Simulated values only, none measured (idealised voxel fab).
Presented below is a process module, voxel gate over fins.
Cross-section cut spans 175 nm and uses square cells 5 nm in size.
A cross-section is written here as square cells arranged in a grid, and it is given in bands from the top down, each band taking up one or more rows of cells.
Quick guide to a band line: top height, bottom height (nm) up front; then every material left to right with its width in nm. Only one material and it's marked "throughout"? Then it fills the band edge to edge. And "empty" just means empty space.
Measure heights from 0. That's the level where, below it, the as-received wafer is all one material. The lowest band is bottomless and extends downward; write it as in "from 0 down".
Quick explanation for "30->40": the width changes in equal steps down the rows of cells, from the first number in the band's top row to the second number in its bottom row.
Given "nothing altered" for a step, no cell of the cross-section differs between before and after that step.
"Cavities, sealed" means: voids of 8 cells or more that are shut off from the top with no open way through. Written width x height at distance, distance from the left edge, in nm.
Heads up: the bit after the settings on a step's line is the simulator's remark on that step.
Steps that use a mask can have "overlay nm" on their line. It says how far the mask sat to the right of where it was meant to be. Negative means to the left.

### The planned process steps are enumerated hereunder
1) RECEIVE: material Si
2) CONFORMAL_DEP: material SiN, thk nm 10
3) PATTERN: tone cover, mask id FINS, material resist, width nm 15, pitch nm 35, thk nm 15, overlay nm 0
4) DIRECTIONAL_ETCH: etch materials SiN, depth nm 10
5) DIRECTIONAL_ETCH: etch materials Si, depth nm 30
6) STRIP: etch materials resist
7) OXIDIZE: depth nm 5
8) FILL_DEP: material SiO2, thk nm 10
9) CMP: height nm 10
10) SELECTIVE_ETCH: etch materials SiO2, depth nm 20
11) STRIP: etch materials SiN
12) CONFORMAL_DEP: material HfO2, thk nm 5
13) CONFORMAL_DEP: material TiN, thk nm 5
14) CONFORMAL_DEP: material TiAl, thk nm 5
15) CONFORMAL_DEP: material TiN, thk nm 5
16) FILL_DEP: material W, thk nm 15
17) CMP: height nm 30
18) CONFORMAL_DEP: material SiN, thk nm 5

### First out of two wafers; run went to plan

### Incoming wafer in cross-section (state: after step 1)
  from 0 down: Si throughout
  Cavities, sealed: none

### Presented here is a cross-section of the wafer after step 2 has been performed
  from 10 to 0: SiN throughout
  Below 0, the layers are the same as they were.

### Presented here is a cross-section of the wafer after step 3 has been performed
  from 25 to 10: 25 nm empty  15 nm resist  20 nm empty  15 nm resist  20 nm empty  15 nm resist  20 nm empty  15 nm resist  30 nm empty
  Below 10, the layers are the same as they were.

### Presented here is a cross-section of the wafer after step 4 has been performed
  from 25 to 10: 25 nm empty  15 nm resist  20 nm empty  15 nm resist  20 nm empty  15 nm resist  20 nm empty  15 nm resist  30 nm empty
  from 10 to 0: 25 nm empty  15 nm SiN  20 nm empty  15 nm SiN  20 nm empty  15 nm SiN  20 nm empty  15 nm SiN  30 nm empty
  Below 0, the layers are the same as they were.

### Presented here is a cross-section of the wafer after step 5 has been performed
  from 25 to 10: 25 nm empty  15 nm resist  20 nm empty  15 nm resist  20 nm empty  15 nm resist  20 nm empty  15 nm resist  30 nm empty
  from 10 to 0: 25 nm empty  15 nm SiN  20 nm empty  15 nm SiN  20 nm empty  15 nm SiN  20 nm empty  15 nm SiN  30 nm empty
  from 0 to -30: 25 nm empty  15 nm Si  20 nm empty  15 nm Si  20 nm empty  15 nm Si  20 nm empty  15 nm Si  30 nm empty
  Below -30, the layers are the same as they were.

### Presented here is a cross-section of the wafer after step 6 has been performed
  from 10 to 0: 25 nm empty  15 nm SiN  20 nm empty  15 nm SiN  20 nm empty  15 nm SiN  20 nm empty  15 nm SiN  30 nm empty
  Below 0, the layers are the same as they were.

### Presented here is a cross-section of the wafer after step 7 has been performed
  from 10 to 0: 25 nm empty  15 nm SiN  20 nm empty  15 nm SiN  20 nm empty  15 nm SiN  20 nm empty  15 nm SiN  30 nm empty
  from 0 to -30: 25 nm empty  5 nm SiO2  5 nm Si  5 nm SiO2  20 nm empty  5 nm SiO2  5 nm Si  5 nm SiO2  20 nm empty  5 nm SiO2  5 nm Si  5 nm SiO2  20 nm empty  5 nm SiO2  5 nm Si  5 nm SiO2  30 nm empty
  from -30 to -35: 30 nm SiO2  5 nm Si  30 nm SiO2  5 nm Si  30 nm SiO2  5 nm Si  30 nm SiO2  5 nm Si  35 nm SiO2
  Below -35, the layers are the same as they were.

### Presented here is a cross-section of the wafer after step 8 has been performed
  from 20 to 10: SiO2 throughout
  from 10 to 0: 25 nm SiO2  15 nm SiN  20 nm SiO2  15 nm SiN  20 nm SiO2  15 nm SiN  20 nm SiO2  15 nm SiN  30 nm SiO2
  from 0 to -35: 30 nm SiO2  5 nm Si  30 nm SiO2  5 nm Si  30 nm SiO2  5 nm Si  30 nm SiO2  5 nm Si  35 nm SiO2
  Below -35, the layers are the same as they were.

### Presented here is a cross-section of the wafer after step 9 has been performed
  from 10 to 0: 25 nm SiO2  15 nm SiN  20 nm SiO2  15 nm SiN  20 nm SiO2  15 nm SiN  20 nm SiO2  15 nm SiN  30 nm SiO2
  Below 0, the layers are the same as they were.

### Presented here is a cross-section of the wafer after step 10 has been performed
  from 10 to 0: 25 nm empty  15 nm SiN  20 nm empty  15 nm SiN  20 nm empty  15 nm SiN  20 nm empty  15 nm SiN  30 nm empty
  from 0 to -10: 30 nm empty  5 nm Si  30 nm empty  5 nm Si  30 nm empty  5 nm Si  30 nm empty  5 nm Si  35 nm empty
  Below -10, the layers are the same as they were.

### Presented here is a cross-section of the wafer after step 11 has been performed
  from 0 to -10: 30 nm empty  5 nm Si  30 nm empty  5 nm Si  30 nm empty  5 nm Si  30 nm empty  5 nm Si  35 nm empty
  Below -10, the layers are the same as they were.

### Presented here is a cross-section of the wafer after step 12 has been performed
  from 5 to 0: 25 nm empty  15 nm HfO2  20 nm empty  15 nm HfO2  20 nm empty  15 nm HfO2  20 nm empty  15 nm HfO2  30 nm empty
  from 0 to -5: 25 nm empty  5 nm HfO2  5 nm Si  5 nm HfO2  20 nm empty  5 nm HfO2  5 nm Si  5 nm HfO2  20 nm empty  5 nm HfO2  5 nm Si  5 nm HfO2  20 nm empty  5 nm HfO2  5 nm Si  5 nm HfO2  30 nm empty
  from -5 to -10: 30 nm HfO2  5 nm Si  30 nm HfO2  5 nm Si  30 nm HfO2  5 nm Si  30 nm HfO2  5 nm Si  35 nm HfO2
  Below -10, the layers are the same as they were.

### Presented here is a cross-section of the wafer after step 13 has been performed
  from 10 to 5: 20 nm empty  25 nm TiN  10 nm empty  25 nm TiN  10 nm empty  25 nm TiN  10 nm empty  25 nm TiN  25 nm empty
  from 5 to 0: 20 nm empty  5 nm TiN  15 nm HfO2  5 nm TiN  10 nm empty  5 nm TiN  15 nm HfO2  5 nm TiN  10 nm empty  5 nm TiN  15 nm HfO2  5 nm TiN  10 nm empty  5 nm TiN  15 nm HfO2  5 nm TiN  25 nm empty
  from 0 to -5: 25 nm TiN  5 nm HfO2  5 nm Si  5 nm HfO2  20 nm TiN  5 nm HfO2  5 nm Si  5 nm HfO2  20 nm TiN  5 nm HfO2  5 nm Si  5 nm HfO2  20 nm TiN  5 nm HfO2  5 nm Si  5 nm HfO2  30 nm TiN
  Below -5, the layers are the same as they were.

### Presented here is a cross-section of the wafer after step 14 has been performed
  from 15 to 10: 15 nm empty  140 nm TiAl  20 nm empty
  from 10 to 5: 15 nm empty  5 nm TiAl  25 nm TiN  10 nm TiAl  25 nm TiN  10 nm TiAl  25 nm TiN  10 nm TiAl  25 nm TiN  5 nm TiAl  20 nm empty
  from 5 to 0: 20 nm TiAl  5 nm TiN  15 nm HfO2  5 nm TiN  10 nm TiAl  5 nm TiN  15 nm HfO2  5 nm TiN  10 nm TiAl  5 nm TiN  15 nm HfO2  5 nm TiN  10 nm TiAl  5 nm TiN  15 nm HfO2  5 nm TiN  25 nm TiAl
  Below 0, the layers are the same as they were.

### Presented here is a cross-section of the wafer after step 15 has been performed
  from 20 to 15: 10 nm empty  150 nm TiN  15 nm empty
  from 15 to 10: 10 nm empty  5 nm TiN  140 nm TiAl  5 nm TiN  15 nm empty
  from 10 to 5: 15 nm TiN  5 nm TiAl  25 nm TiN  10 nm TiAl  25 nm TiN  10 nm TiAl  25 nm TiN  10 nm TiAl  25 nm TiN  5 nm TiAl  20 nm TiN
  Below 5, the layers are the same as they were.

### Presented here is a cross-section of the wafer after step 16 has been performed
  from 35 to 20: W throughout
  from 20 to 15: 10 nm W  150 nm TiN  15 nm W
  from 15 to 10: 10 nm W  5 nm TiN  140 nm TiAl  5 nm TiN  15 nm W
  Below 10, the layers are the same as they were.

### Presented here is a cross-section of the wafer after step 17 has been performed
  from 30 to 20: W throughout
  Below 20, the layers are the same as they were.

### Presented here is a cross-section of the wafer after step 18 has been performed
  from 35 to 30: SiN throughout
  Below 30, the layers are the same as they were.

### It is to be noted that the second wafer proceeded from the same initial state and according to the same plan as the first, although one mistake was committed in its execution; through step 11, inclusive, the two wafers share an identical history

### Here is the second wafer in cross-section at the point where step 12 of the plan should have been done
  from 5 to 0: 25 nm empty  15 nm TiN  20 nm empty  15 nm TiN  20 nm empty  15 nm TiN  20 nm empty  15 nm TiN  30 nm empty
  from 0 to -5: 25 nm empty  5 nm TiN  5 nm Si  5 nm TiN  20 nm empty  5 nm TiN  5 nm Si  5 nm TiN  20 nm empty  5 nm TiN  5 nm Si  5 nm TiN  20 nm empty  5 nm TiN  5 nm Si  5 nm TiN  30 nm empty
  from -5 to -10: 30 nm TiN  5 nm Si  30 nm TiN  5 nm Si  30 nm TiN  5 nm Si  30 nm TiN  5 nm Si  35 nm TiN
  Below -10, the layers are the same as they were.

### Here is the second wafer in cross-section at the point where step 13 of the plan should have been done
  from 10 to 5: 20 nm empty  25 nm HfO2  10 nm empty  25 nm HfO2  10 nm empty  25 nm HfO2  10 nm empty  25 nm HfO2  25 nm empty
  from 5 to 0: 20 nm empty  5 nm HfO2  15 nm TiN  5 nm HfO2  10 nm empty  5 nm HfO2  15 nm TiN  5 nm HfO2  10 nm empty  5 nm HfO2  15 nm TiN  5 nm HfO2  10 nm empty  5 nm HfO2  15 nm TiN  5 nm HfO2  25 nm empty
  from 0 to -5: 25 nm HfO2  5 nm TiN  5 nm Si  5 nm TiN  20 nm HfO2  5 nm TiN  5 nm Si  5 nm TiN  20 nm HfO2  5 nm TiN  5 nm Si  5 nm TiN  20 nm HfO2  5 nm TiN  5 nm Si  5 nm TiN  30 nm HfO2
  Below -5, the layers are the same as they were.

### Here is the second wafer in cross-section at the point where step 14 of the plan should have been done
  from 15 to 10: 15 nm empty  140 nm TiAl  20 nm empty
  from 10 to 5: 15 nm empty  5 nm TiAl  25 nm HfO2  10 nm TiAl  25 nm HfO2  10 nm TiAl  25 nm HfO2  10 nm TiAl  25 nm HfO2  5 nm TiAl  20 nm empty
  from 5 to 0: 20 nm TiAl  5 nm HfO2  15 nm TiN  5 nm HfO2  10 nm TiAl  5 nm HfO2  15 nm TiN  5 nm HfO2  10 nm TiAl  5 nm HfO2  15 nm TiN  5 nm HfO2  10 nm TiAl  5 nm HfO2  15 nm TiN  5 nm HfO2  25 nm TiAl
  Below 0, the layers are the same as they were.

### Here is the second wafer in cross-section at the point where step 15 of the plan should have been done
  from 20 to 15: 10 nm empty  150 nm TiN  15 nm empty
  from 15 to 10: 10 nm empty  5 nm TiN  140 nm TiAl  5 nm TiN  15 nm empty
  from 10 to 5: 15 nm TiN  5 nm TiAl  25 nm HfO2  10 nm TiAl  25 nm HfO2  10 nm TiAl  25 nm HfO2  10 nm TiAl  25 nm HfO2  5 nm TiAl  20 nm TiN
  Below 5, the layers are the same as they were.

### Here is the second wafer in cross-section at the point where step 16 of the plan should have been done
  from 35 to 20: W throughout
  from 20 to 15: 10 nm W  150 nm TiN  15 nm W
  from 15 to 10: 10 nm W  5 nm TiN  140 nm TiAl  5 nm TiN  15 nm W
  Below 10, the layers are the same as they were.

### Here is the second wafer in cross-section at the point where step 17 of the plan should have been done
  from 30 to 20: W throughout
  Below 20, the layers are the same as they were.

### Here is the second wafer in cross-section at the point where step 18 of the plan should have been done
  from 35 to 30: SiN throughout
  Below 30, the layers are the same as they were.
It is concluded that the wafer was processed incorrectly with respect to the plan, in that step 13 occupied the plan position of step 12, and the converse holds as well
The two final wafers agree on how many cells each material fills and disagree on which cells those are.
